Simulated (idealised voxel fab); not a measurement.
process module | voxel trench capacitor
cross-section cut | 230 nm wide | cells 5 nm
A cross-section is a grid of square cells, given in bands from the top down. A band is one or more rows of cells.
Each band's line starts with the height of the band's top and of its bottom, in nm. Then come its materials from left to right, each with its width in nm. One material with "throughout" fills the band from edge to edge. "air" is empty space.
Height 0 is the level under which the wafer as received is all one material. The lowest band goes on downwards, as in "0 down".
A width such as "30 to 40" changes by the same amount from each row of cells to the next, from the band's top row to its bottom row.
"no change" after a step means that no cell of the cross-section changed.
closed voids: empty space of 8 cells or more with no open way to the top, each as width x height at its distance from the left edge, in nm
after a step's settings: what the simulator itself notes on the step
overlay nm, on a step with a mask: how far to the right of its planned place the mask lay; to the left if negative
plan
1 op RECEIVE | material Si
2 op CONFORMAL_DEP | material SiN | thk nm 5
3 op DIRECTIONAL_DEP | material aC | thk nm 15
4 op PATTERN | tone open | mask id TRENCH | material resist | width nm 20 | pitch nm 40 | thk nm 30 | overlay nm 0
5 op DIRECTIONAL_ETCH | etch materials aC | depth nm 5
6 op STRIP | etch materials resist
7 op DIRECTIONAL_ETCH | etch materials SiN | depth nm 5
8 op DIRECTIONAL_ETCH | etch materials Si | depth nm 25
9 op STRIP | etch materials aC
10 op CONFORMAL_DEP | material SiO2 | thk nm 5
11 op FILL_DEP | material polySi | thk nm 10
12 op CMP | height nm 5
varied across the wafers: depth nm of step 5. The plan shows the first wafer's value. All wafers start alike
first wafer as received, after step 1
  0 down: Si throughout
  closed voids: none
first wafer at the end, after step 12
  5 to 0: SiN throughout
  0 down: Si throughout
  closed voids: none
last wafer at the end
  5 to 0: SiN 85 | SiO2 5 | polySi 10 | SiO2 5 | SiN 20 | SiO2 5 | polySi 10 | SiO2 5 | SiN 85
  0 to -20: Si 85 | SiO2 5 | polySi 10 | SiO2 5 | Si 20 | SiO2 5 | polySi 10 | SiO2 5 | Si 85
  -20 to -25: Si 85 | SiO2 20 | Si 20 | SiO2 20 | Si 85
  -25 down: Si throughout
  closed voids: none
each wafer at the end: cells of each material gained (+) or lost (-) since it was received, then its closed voids
depth nm 5 | +46 SiN | closed voids: none
depth nm 10 | +46 SiN | closed voids: none
depth nm 15 | -40 Si | +38 SiN | +28 SiO2 | +20 polySi | closed voids: none
depth nm 20 | -40 Si | +38 SiN | +28 SiO2 | +20 polySi | closed voids: none
depth nm 25 | -40 Si | +38 SiN | +28 SiO2 | +20 polySi | closed voids: none
depth nm 30 | -40 Si | +38 SiN | +28 SiO2 | +20 polySi | closed voids: none
